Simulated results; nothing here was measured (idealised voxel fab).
Name of the process module below: voxel capacitor over wiring
FYI the section here is cut, 265 nm wide, cells are 5 nm squares.
Cross-sections here: square-cell grids, written as top-down lists of bands, a band being one or more rows of cells. Heads up on the band format: heights come first, top then bottom, in nm. After that it's the materials left to right, each with its width in nm. A single material flagged "everywhere" fills the whole band edge to edge, and "blank" means there's empty space there. Basically, 0 is our baseline, since under it the wafer straight out of the box is all one material. The bottom band has no lower end and keeps on going down, so it looks like "from 0 down". The notation "30..40" denotes a width that varies across the rows of cells in the band, beginning at the first number in the top row, finishing at the second number in the bottom row, and changing by an identical amount from each row to the next. A step reported as "remained the same" is a step in which no cell of the cross-section changed. "Closed void register": empty spaces of 8 cells or more with no open way to the top, each given as width x height at distance, distance from the left edge, all in nm. Read whatever lies past the settings on a step's line as the simulator's own remark about the step. A step's line can hold "overlay nm"; with a mask on that step, the setting says how far right of the planned place the mask lay, while a negative setting says it lay to the left.
-- Process steps - plan
step 1: RECEIVE: material Si
step 2: CONFORMAL_DEP: material SiO2, thk nm 15
step 3: CONFORMAL_DEP: material SiCN, thk nm 5
step 4: DIRECTIONAL_DEP: material SiO2, thk nm 15
step 5: MASKED_ETCH: tone open, mask id METAL_1, width nm 25, pitch nm 85, etch materials SiO2, depth nm 15, overlay nm 0
step 6: MASKED_ETCH: tone open, mask id METAL_1, width nm 25, pitch nm 85, etch materials SiCN, depth nm 5, overlay nm 0
step 7: CONFORMAL_DEP: material TiN, thk nm 5
step 8: FILL_DEP: material Ru, thk nm 10
step 9: CMP: height nm 35
step 10: EPI: material Ru, thk nm 5
step 11: FILL_DEP: material SiCN, thk nm 5
step 12: DIRECTIONAL_DEP: material SiO2, thk nm 10
step 13: PATTERN: tone open, mask id PLUG_1, material resist, width nm 15, thk nm 20, overlay nm 0
step 14: DIRECTIONAL_ETCH: etch materials SiO2, depth nm 10
step 15: DIRECTIONAL_ETCH: etch materials SiCN, depth nm 5
step 16: STRIP: etch materials resist
step 17: CONFORMAL_DEP: material TiN, thk nm 5
step 18: FILL_DEP: material Ru, thk nm 5
step 19: CMP: height nm 55
step 20: DIRECTIONAL_DEP: material TiN, thk nm 10
step 21: DIRECTIONAL_DEP: material SiN, thk nm 5
step 22: DIRECTIONAL_DEP: material TiN, thk nm 10
step 23: DIRECTIONAL_DEP: material aC, thk nm 15
step 24: PATTERN: tone cover, mask id UPPER_PLATE, material resist, width nm 65, thk nm 30, overlay nm 0
step 25: DIRECTIONAL_ETCH: etch materials aC, depth nm 15
step 26: STRIP: etch materials resist
step 27: DIRECTIONAL_ETCH: etch materials TiN, depth nm 10
step 28: DIRECTIONAL_ETCH: etch materials SiN, depth nm 5
step 29: STRIP: etch materials aC
step 30: DIRECTIONAL_DEP: material aC, thk nm 10
step 31: PATTERN: tone cover, mask id LOWER_PLATE, material resist, width nm 75, thk nm 30, overlay nm 0
step 32: DIRECTIONAL_ETCH: etch materials aC, depth nm 10
step 33: STRIP: etch materials resist
step 34: DIRECTIONAL_ETCH: etch materials TiN, depth nm 10
step 35: STRIP: etch materials aC
step 36: FILL_DEP: material SiO2, thk nm 15
step 37: CMP: height nm 90
step 38: MASKED_ETCH: tone open, mask id PLUG_2, width nm 15, etch materials SiO2, depth nm 5, overlay nm 0
step 39: CONFORMAL_DEP: material TiN, thk nm 5
step 40: FILL_DEP: material Ru, thk nm 10
step 41: CMP: height nm 90
step 42: CONFORMAL_DEP: material SiCN, thk nm 5
Split variable: depth nm, step 38. Plan value = first wafer. Wafers start alike.
-- Here's the first of the wafers in cross-section, just as we got it, i.e. after step 1
    from 0 down = Si everywhere
    Closed void register: none
-- Post step 42, the closing step of the module: first of several wafers, cross-sectioned
    from 95 to 90 = SiCN everywhere
    from 90 to 85 = 95 of SiO2, then 15 of TiN, then 155 of SiO2
    from 85 to 80 = SiO2 everywhere
    from 80 to 70 = 85 of SiO2, then 65 of TiN, then 115 of SiO2
    from 70 to 65 = 85 of SiO2, then 65 of SiN, then 115 of SiO2
    from 65 to 55 = 80 of SiO2, then 75 of TiN, then 110 of SiO2
    from 55 to 45 = 85 of SiO2, then 5 of TiN, then 5 of Ru, then 5 of TiN, then 165 of SiO2
    from 45 to 40 = 85 of SiCN, then 15 of TiN, then 165 of SiCN
    from 40 to 35 = 70 of SiCN, then 35 of Ru, then 50 of SiCN, then 35 of Ru, then 75 of SiCN
    from 35 to 20 = 75 of SiO2, then 5 of TiN, then 15 of Ru, then 5 of TiN, then 60 of SiO2, then 5 of TiN, then 15 of Ru, then 5 of TiN, then 80 of SiO2
    from 20 to 15 = 75 of SiCN, then 25 of TiN, then 60 of SiCN, then 25 of TiN, then 80 of SiCN
    from 15 to 0 = SiO2 everywhere
    from 0 down = Si everywhere
    Closed void register: none
-- Last-wafer cross-section at the end of the module
    from 95 to 90 = SiCN everywhere
    from 90 to 85 = 95 of SiO2, then 5 of TiN, then 5 of Ru, then 5 of TiN, then 155 of SiO2
    from 85 to 80 = 95 of SiO2, then 15 of TiN, then 155 of SiO2
    from 80 to 70 = 85 of SiO2, then 65 of TiN, then 115 of SiO2
    from 70 to 65 = 85 of SiO2, then 65 of SiN, then 115 of SiO2
    from 65 to 55 = 80 of SiO2, then 75 of TiN, then 110 of SiO2
    from 55 to 45 = 85 of SiO2, then 5 of TiN, then 5 of Ru, then 5 of TiN, then 165 of SiO2
    from 45 to 40 = 85 of SiCN, then 15 of TiN, then 165 of SiCN
    from 40 to 35 = 70 of SiCN, then 35 of Ru, then 50 of SiCN, then 35 of Ru, then 75 of SiCN
    from 35 to 20 = 75 of SiO2, then 5 of TiN, then 15 of Ru, then 5 of TiN, then 60 of SiO2, then 5 of TiN, then 15 of Ru, then 5 of TiN, then 80 of SiO2
    from 20 to 15 = 75 of SiCN, then 25 of TiN, then 60 of SiCN, then 25 of TiN, then 80 of SiCN
    from 15 to 0 = SiO2 everywhere
    from 0 down = Si everywhere
    Closed void register: none
-- Quick key for the table: a row per wafer, taken at the end of the module. For each material it tells you how many cells the wafer gained (+) or lost (-) since it came in, and the closed voids come after
depth nm 5 | +34 Ru | +185 SiCN | +13 SiN | +687 SiO2 | +88 TiN | Closed void register: none
depth nm 10 | +35 Ru | +185 SiCN | +13 SiN | +684 SiO2 | +90 TiN | Closed void register: none
depth nm 15 | +35 Ru | +185 SiCN | +13 SiN | +684 SiO2 | +90 TiN | Closed void register: none
depth nm 20 | +35 Ru | +185 SiCN | +13 SiN | +684 SiO2 | +90 TiN | Closed void register: none
depth nm 25 | +35 Ru | +185 SiCN | +13 SiN | +684 SiO2 | +90 TiN | Closed void register: none
